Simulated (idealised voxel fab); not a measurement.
Process module heading - voxel spacer lines
Each square cell in cross-section cut measures 5 nm, and the section as a whole is 300 nm wide.
We lay out every cross-section as a grid of square cells and spell it out in bands from the top down, where one band means one or more rows of cells. Within each band entry, the heights of the top and of the bottom of the band appear first, in that order and in nm; the materials of the band then follow from left to right, each with its corresponding width in nm. The designation "throughout" on a single material indicates that it fills the band from edge to edge; the designation "blank" indicates empty space. Below 0: as-received wafer, all one material; heights counted from there. Lowest band: no bottom, goes on down, written "0 nm and below". Graded width ("30->40"): value in top row of band = first number; value in bottom row = second number; row-to-row change constant. For the purposes of this document, the phrase "remained unchanged" attached to a step denotes that no cell within the cross-section was modified by that step. For the entry "Voids, sealed", the listed items are empty spaces with no open way to the top whose size is 8 cells or more; each item follows the pattern width x height at distance, where distance is from the left edge and all three are in nm. Heads up: the bit after the settings on a step's line is the simulator's remark on that step. Each step line may optionally specify "overlay nm", which for a step with a mask gives the rightward distance between the mask's planned place and where it lay, a negative value indicating the leftward direction.

List of planned process steps:
1,RECEIVE: material Si
2,CONFORMAL_DEP: material Al2O3, thk nm 10
3,DIRECTIONAL_DEP: material polySi, thk nm 15
4,DIRECTIONAL_DEP: material aC, thk nm 30
5,PATTERN: tone cover, mask id MANDREL, material resist, width nm 15, pitch nm 50, thk nm 40, overlay nm 0
6,DIRECTIONAL_ETCH: etch materials aC, depth nm 30
7,STRIP: etch materials resist
8,CONFORMAL_DEP: material SiO2, thk nm 10
9,DIRECTIONAL_ETCH: etch materials SiO2, depth nm 10
10,STRIP: etch materials aC
11,DIRECTIONAL_ETCH: etch materials polySi, depth nm 15
12,STRIP: etch materials SiO2

Cross-sectional view of the wafer in its as-received condition, corresponding to the state after step 1:
  0 nm and below | Si throughout
  Voids, sealed: none

Look at the cross-section after the module: the wafer started out the way shown above and the plan was the one shown above, yet one mistake was made along the way:
  40 nm to 10 nm | aC throughout
  10 nm to 0 nm | Al2O3 throughout
  0 nm and below | Si throughout
  Voids, sealed: none
What went wrong in running the wafer? plan steps 3 and 4 run swapped
